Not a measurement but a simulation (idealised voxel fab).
process module | voxel ribs on slabs
cross-section cut | 185 nm wide | cells 5 nm
A cross-section is a grid of square cells, given in bands from the top down. A band is one or more rows of cells.
Each band's line starts with the height of the band's top and of its bottom, in nm. Then come its materials from left to right, each with its width in nm. One material with "throughout" fills the band from edge to edge. "air" is empty space.
Height 0 is the level under which the wafer as received is all one material. The lowest band goes on downwards, as in "0 down".
A width such as "30 to 40" changes by the same amount from each row of cells to the next, from the band's top row to its bottom row.
"no change" after a step means that no cell of the cross-section changed.
closed voids: empty space of 8 cells or more with no open way to the top, each as width x height at its distance from the left edge, in nm
after a step's settings: what the simulator itself notes on the step
overlay nm, on a step with a mask: how far to the right of its planned place the mask lay; to the left if negative
plan
1 op RECEIVE | material Si
2 op DIRECTIONAL_DEP | material SiO2 | thk nm 25
3 op DIRECTIONAL_DEP | material polySi | thk nm 15
4 op PATTERN | tone cover | mask id RIB | material resist | width nm 25 | thk nm 15 | overlay nm 0
5 op DIRECTIONAL_ETCH | etch materials polySi | depth nm 10
6 op STRIP | etch materials resist
7 op MASKED_ETCH | tone cover | mask id SLAB | width nm 65 | etch materials polySi | depth nm 5 | overlay nm 0
8 op FILL_DEP | material SiO2 | thk nm 20
9 op CMP | height nm 50
10 op DIRECTIONAL_DEP | material TiN | thk nm 10
11 op MASKED_ETCH | tone cover | mask id HEATER | width nm 35 | etch materials TiN | depth nm 10 | overlay nm -15
12 op CONFORMAL_DEP | material SiN | thk nm 5
varied across the wafers: overlay nm of step 11. The plan shows the first wafer's value. All wafers start alike
first wafer as received, after step 1
  0 down: Si throughout
  closed voids: none
first wafer at the end, after step 12
  65 to 60: air 55 | SiN 45 | air 85
  60 to 55: air 55 | SiN 5 | TiN 35 | SiN 5 | air 85
  55 to 50: SiN 60 | TiN 35 | SiN 90
  50 to 40: SiO2 throughout
  40 to 30: SiO2 80 | polySi 25 | SiO2 80
  30 to 25: SiO2 60 | polySi 65 | SiO2 60
  25 to 0: SiO2 throughout
  0 down: Si throughout
  closed voids: none
last wafer at the end
  65 to 60: air 85 | SiN 45 | air 55
  60 to 55: air 85 | SiN 5 | TiN 35 | SiN 5 | air 55
  55 to 50: SiN 90 | TiN 35 | SiN 60
  50 to 40: SiO2 throughout
  40 to 30: SiO2 80 | polySi 25 | SiO2 80
  30 to 25: SiO2 60 | polySi 65 | SiO2 60
  25 to 0: SiO2 throughout
  0 down: Si throughout
  closed voids: none
each wafer at the end: cells of each material gained (+) or lost (-) since it was received, then its closed voids
overlay nm -15 | +41 SiN | +347 SiO2 | +14 TiN | +23 polySi | closed voids: none
overlay nm -10 | +41 SiN | +347 SiO2 | +14 TiN | +23 polySi | closed voids: none
overlay nm -5 | +41 SiN | +347 SiO2 | +14 TiN | +23 polySi | closed voids: none
overlay nm 0 | +41 SiN | +347 SiO2 | +14 TiN | +23 polySi | closed voids: none
overlay nm 5 | +41 SiN | +347 SiO2 | +14 TiN | +23 polySi | closed voids: none
overlay nm 10 | +41 SiN | +347 SiO2 | +14 TiN | +23 polySi | closed voids: none
overlay nm 15 | +41 SiN | +347 SiO2 | +14 TiN | +23 polySi | closed voids: none
